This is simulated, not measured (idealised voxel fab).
Process module under the name voxel released beams
Square cell edge 5 nm, section width 270 nm, ID cut.
Cross-section format: a grid of square cells, given as bands from top to bottom; each band is one or more rows of cells. In this notation a band is specified by the heights of its top and bottom, in that order and in nm, after which its materials appear from left to right, each paired with its width in nm. The word "full width" attached to a single material means that material fills the band from edge to edge; the word "air" stands for empty space. Basically, 0 is our baseline, since under it the wafer straight out of the box is all one material. The bottom band has no lower end and keeps on going down, so it looks like "0..down". Width "30 to 40": first value at the band's top row of cells, second value at its bottom row, equal change from row to row. "changes: none" for a step: no cell of the cross-section changed in that step. "Fully sealed voids": sealed empty spaces, 8 cells or more, no open way to top, listed width x height at distance, with distance from the left edge and width, height and distance in nm. Formally, on a step line, whatever follows the settings is a remark that the simulator itself makes on the step. When a step includes a mask, the "overlay nm" setting on its line states how far to the right of its planned place that mask lay, and negative values state how far to the left.

[The steps planned for the process are as follows]
step 1: RECEIVE,material Si
step 2: CONFORMAL_DEP,material Al2O3,thk nm 10
step 3: DIRECTIONAL_DEP,material SiO2,thk nm 15
step 4: PATTERN,tone open,mask id ANCHOR,material resist,width nm 40,thk nm 15,overlay nm 0
step 5: DIRECTIONAL_ETCH,etch materials SiO2,depth nm 15
step 6: STRIP,etch materials resist
step 7: CONFORMAL_DEP,material polySi,thk nm 15
step 8: PATTERN,tone cover,mask id BEAM,material resist,width nm 125,thk nm 20,overlay nm 0
step 9: DIRECTIONAL_ETCH,etch materials polySi,depth nm 15
step 10: STRIP,etch materials resist
step 11: STRIP,etch materials SiO2

[This is the cross-section of the wafer as we received it, i.e. after step 1]
0..down = Si full width
Fully sealed voids: none

[The module was run from the start shown above using the plan shown above, but one mistake was made doing it; the resulting wafer cross-section is below]
40..25 = air=70 / polySi=15 / air=20 / polySi=90 / air=75
25..10 = air=70 / polySi=50 / air=150
10..0 = Al2O3 full width
0..down = Si full width
Fully sealed voids: none
what went wrong: in deviation from the planned setting, step 4 was conducted as PATTERN,tone open,mask id ANCHOR,material resist,width nm 50,thk nm 15,overlay nm 0
